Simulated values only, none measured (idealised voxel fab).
process module | voxel air gaps
cross-section cut | 265 nm wide | cells 5 nm
A cross-section is a grid of square cells, given in bands from the top down. A band is one or more rows of cells.
Each band's line starts with the height of the band's top and of its bottom, in nm. Then come its materials from left to right, each with its width in nm. One material with "throughout" fills the band from edge to edge. "air" is empty space.
Height 0 is the level under which the wafer as received is all one material. The lowest band goes on downwards, as in "0 down".
A width such as "30 to 40" changes by the same amount from each row of cells to the next, from the band's top row to its bottom row.
"no change" after a step means that no cell of the cross-section changed.
closed voids: empty space of 8 cells or more with no open way to the top, each as width x height at its distance from the left edge, in nm
after a step's settings: what the simulator itself notes on the step
overlay nm, on a step with a mask: how far to the right of its planned place the mask lay; to the left if negative
plan
1 op RECEIVE | material Si
2 op CONFORMAL_DEP | material SiO2 | thk nm 15
3 op CONFORMAL_DEP | material SiN | thk nm 5
4 op DIRECTIONAL_DEP | material SiO2 | thk nm 40
5 op DIRECTIONAL_DEP | material aC | thk nm 15
6 op PATTERN | tone open | mask id LINES | material resist | width nm 25 | pitch nm 55 | thk nm 35 | overlay nm 0
7 op DIRECTIONAL_ETCH | etch materials aC | depth nm 15
8 op STRIP | etch materials resist
9 op DIRECTIONAL_ETCH | etch materials SiO2 | depth nm 40
10 op STRIP | etch materials aC
11 op CONFORMAL_DEP | material TiN | thk nm 5
12 op FILL_DEP | material W | thk nm 10
13 op CMP | height nm 60
14 op EPI | material Ru | thk nm 10
15 op SELECTIVE_ETCH | etch materials SiO2 | depth nm 50
16 op CONFORMAL_DEP | material SiCN | thk nm 5
as received, after step 1
  0 down: Si throughout
  closed voids: none
first wafer at the end, as planned
  75 to 70: air 20 | SiCN 220 | air 25
  70 to 60: air 20 | SiCN 5 | Ru 45 | SiCN 10 | Ru 45 | SiCN 10 | Ru 45 | SiCN 10 | Ru 45 | SiCN 5 | air 25
  60 to 55: air 20 | SiCN 15 | TiN 5 | W 15 | TiN 5 | SiCN 30 | TiN 5 | W 15 | TiN 5 | SiCN 30 | TiN 5 | W 15 | TiN 5 | SiCN 30 | TiN 5 | W 15 | TiN 5 | SiCN 15 | air 25
  55 to 25: air 30 | SiCN 5 | TiN 5 | W 15 | TiN 5 | SiCN 5 | air 20 | SiCN 5 | TiN 5 | W 15 | TiN 5 | SiCN 5 | air 20 | SiCN 5 | TiN 5 | W 15 | TiN 5 | SiCN 5 | air 20 | SiCN 5 | TiN 5 | W 15 | TiN 5 | SiCN 5 | air 35
  25 to 20: SiCN 35 | TiN 25 | SiCN 30 | TiN 25 | SiCN 30 | TiN 25 | SiCN 30 | TiN 25 | SiCN 40
  20 to 15: SiN throughout
  15 to 0: SiO2 throughout
  0 down: Si throughout
  closed voids: 20 x 30 at 65; 20 x 30 at 120; 20 x 30 at 175
second wafer at the end: like start, like plan, one mistake
  75 to 70: air 30 | SiCN 220 | air 15
  70 to 60: air 30 | SiCN 5 | Ru 45 | SiCN 10 | Ru 45 | SiCN 10 | Ru 45 | SiCN 10 | Ru 45 | SiCN 5 | air 15
  60 to 55: air 30 | SiCN 15 | TiN 5 | W 15 | TiN 5 | SiCN 30 | TiN 5 | W 15 | TiN 5 | SiCN 30 | TiN 5 | W 15 | TiN 5 | SiCN 30 | TiN 5 | W 15 | TiN 5 | SiCN 15 | air 15
  55 to 25: air 40 | SiCN 5 | TiN 5 | W 15 | TiN 5 | SiCN 5 | air 20 | SiCN 5 | TiN 5 | W 15 | TiN 5 | SiCN 5 | air 20 | SiCN 5 | TiN 5 | W 15 | TiN 5 | SiCN 5 | air 20 | SiCN 5 | TiN 5 | W 15 | TiN 5 | SiCN 5 | air 25
  25 to 20: SiCN 45 | TiN 25 | SiCN 30 | TiN 25 | SiCN 30 | TiN 25 | SiCN 30 | TiN 25 | SiCN 30
  20 to 15: SiN throughout
  15 to 0: SiO2 throughout
  0 down: Si throughout
  closed voids: 20 x 30 at 75; 20 x 30 at 130; 20 x 30 at 185
what went wrong: step 6 ran as: op PATTERN | tone open | mask id LINES | material resist | width nm 25 | pitch nm 55 | thk nm 35 | overlay nm 10
at the end the second wafer has, in cells: as many of each material as the first, in other places
